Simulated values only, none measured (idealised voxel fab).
You're looking at the process module voxel gate over fins.
Xsec cut, 220 nm wide, square cell size 5 nm.
This document writes a cross-section as a grid whose cells are square, and gives it as bands, listed from the top down; one or more rows of cells form a band. Basically the band line says how high the top is and how high the bottom is, in nm, and then what's in it from left to right, every material with its width in nm. Empty space shows up as "empty", and if a single material carries "full width" it runs the full band edge to edge. Beneath 0, the wafer as received is one material, and that level is where height counting begins. The lowest band goes on downward without a bottom; it is written like "0..down". A width such as "30..40" changes by the same amount from each row of cells to the next, from the band's top row to its bottom row. Where a step carries "stayed the same", the cross-section came out of it unchanged, cell for cell. "Sealed-off cavities" enumerates empty spaces isolated from the top, with no open way to it, that contain at least 8 cells, giving each as width x height at distance from the left edge, all three in nm. Past the settings on a step's line: simulator remark, on that step. When a step includes a mask, the "overlay nm" setting on its line states how far to the right of its planned place that mask lay, and negative values state how far to the left.

[So here's the lineup of process steps we planned]
1,RECEIVE (material Si)
2,CONFORMAL_DEP (material SiN; thk nm 10)
3,PATTERN (tone cover; mask id FINS; material resist; width nm 15; pitch nm 55; thk nm 15; overlay nm 0)
4,DIRECTIONAL_ETCH (etch materials SiN; depth nm 10)
5,DIRECTIONAL_ETCH (etch materials Si; depth nm 30)
6,STRIP (etch materials resist)
7,FILL_DEP (material SiO2; thk nm 5)
8,CMP (height nm 10)
9,PATTERN (tone open; mask id RAIL; material resist; width nm 15; thk nm 20; overlay nm 0)
10,DIRECTIONAL_ETCH (etch materials SiO2; depth nm 35)
11,STRIP (etch materials resist)
12,CONFORMAL_DEP (material TiN; thk nm 5)
13,FILL_DEP (material W; thk nm 5)
14,CMP (height nm 10)
15,SELECTIVE_ETCH (etch materials W Ru TiN; depth nm 30)
16,FILL_DEP (material SiO2; thk nm 5)
17,CMP (height nm 10)
18,SELECTIVE_ETCH (etch materials SiO2; depth nm 20)
19,STRIP (etch materials SiN)
20,CONFORMAL_DEP (material HfO2; thk nm 5)
21,CONFORMAL_DEP (material TiN; thk nm 5)
22,FILL_DEP (material W; thk nm 15)
23,CMP (height nm 20)
24,CONFORMAL_DEP (material SiCN; thk nm 10)
All wafers enter the flow in the same state. The width nm at step 9 differs from wafer to wafer, and the plan gives the value for the first wafer.

[As-received cross-section, first of several wafers, post step 1]
- 0..down = Si full width
- Sealed-off cavities: none

[First of several wafers: cross-section at the end of the module, after step 24, its last step]
- 30..20 = SiCN full width
- 20..10 = W full width
- 10..5 = W 35 nm | TiN 35 nm | W 20 nm | TiN 35 nm | W 20 nm | TiN 35 nm | W 40 nm
- 5..0 = W 35 nm | TiN 5 nm | HfO2 25 nm | TiN 5 nm | W 20 nm | TiN 5 nm | HfO2 25 nm | TiN 5 nm | W 20 nm | TiN 5 nm | HfO2 25 nm | TiN 5 nm | W 40 nm
- 0..-5 = TiN 40 nm | HfO2 5 nm | Si 15 nm | HfO2 5 nm | TiN 30 nm | HfO2 5 nm | Si 15 nm | HfO2 5 nm | TiN 30 nm | HfO2 5 nm | Si 15 nm | HfO2 5 nm | TiN 45 nm
- -5..-10 = HfO2 45 nm | Si 15 nm | HfO2 40 nm | Si 15 nm | HfO2 40 nm | Si 15 nm | HfO2 50 nm
- -10..-20 = SiO2 45 nm | Si 15 nm | SiO2 40 nm | Si 15 nm | SiO2 40 nm | Si 15 nm | SiO2 50 nm
- -20..-25 = SiO2 45 nm | Si 15 nm | SiO2 10 nm | TiN 15 nm | SiO2 15 nm | Si 15 nm | SiO2 40 nm | Si 15 nm | SiO2 50 nm
- -25..-30 = SiO2 45 nm | Si 15 nm | SiO2 40 nm | Si 15 nm | SiO2 40 nm | Si 15 nm | SiO2 50 nm
- -30..down = Si full width
- Sealed-off cavities: none

[Showing the last wafer in cross-section at the end of the module]
- 30..20 = SiCN full width
- 20..10 = W full width
- 10..5 = W 35 nm | TiN 35 nm | W 20 nm | TiN 35 nm | W 20 nm | TiN 35 nm | W 40 nm
- 5..0 = W 35 nm | TiN 5 nm | HfO2 25 nm | TiN 5 nm | W 20 nm | TiN 5 nm | HfO2 25 nm | TiN 5 nm | W 20 nm | TiN 5 nm | HfO2 25 nm | TiN 5 nm | W 40 nm
- 0..-5 = TiN 40 nm | HfO2 5 nm | Si 15 nm | HfO2 5 nm | TiN 30 nm | HfO2 5 nm | Si 15 nm | HfO2 5 nm | TiN 30 nm | HfO2 5 nm | Si 15 nm | HfO2 5 nm | TiN 45 nm
- -5..-10 = HfO2 45 nm | Si 15 nm | HfO2 40 nm | Si 15 nm | HfO2 40 nm | Si 15 nm | HfO2 50 nm
- -10..-20 = SiO2 45 nm | Si 15 nm | SiO2 40 nm | Si 15 nm | SiO2 40 nm | Si 15 nm | SiO2 50 nm
- -20..-25 = SiO2 45 nm | Si 15 nm | SiO2 5 nm | TiN 30 nm | SiO2 5 nm | Si 15 nm | SiO2 40 nm | Si 15 nm | SiO2 50 nm
- -25..-30 = SiO2 45 nm | Si 15 nm | SiO2 40 nm | Si 15 nm | SiO2 40 nm | Si 15 nm | SiO2 50 nm
- -30..down = Si full width
- Sealed-off cavities: none

[Table: wafers, a row each; end-of-module cell change per material since receipt, gain (+), loss (-); then closed voids]
width nm 15, +56 HfO2, -210 Si, +88 SiCN, +137 SiO2, +59 TiN, +134 W, Sealed-off cavities: none
width nm 20, +56 HfO2, -210 Si, +88 SiCN, +136 SiO2, +60 TiN, +134 W, Sealed-off cavities: none
width nm 25, +56 HfO2, -210 Si, +88 SiCN, +135 SiO2, +61 TiN, +134 W, Sealed-off cavities: none
width nm 30, +56 HfO2, -210 Si, +88 SiCN, +134 SiO2, +62 TiN, +134 W, Sealed-off cavities: none
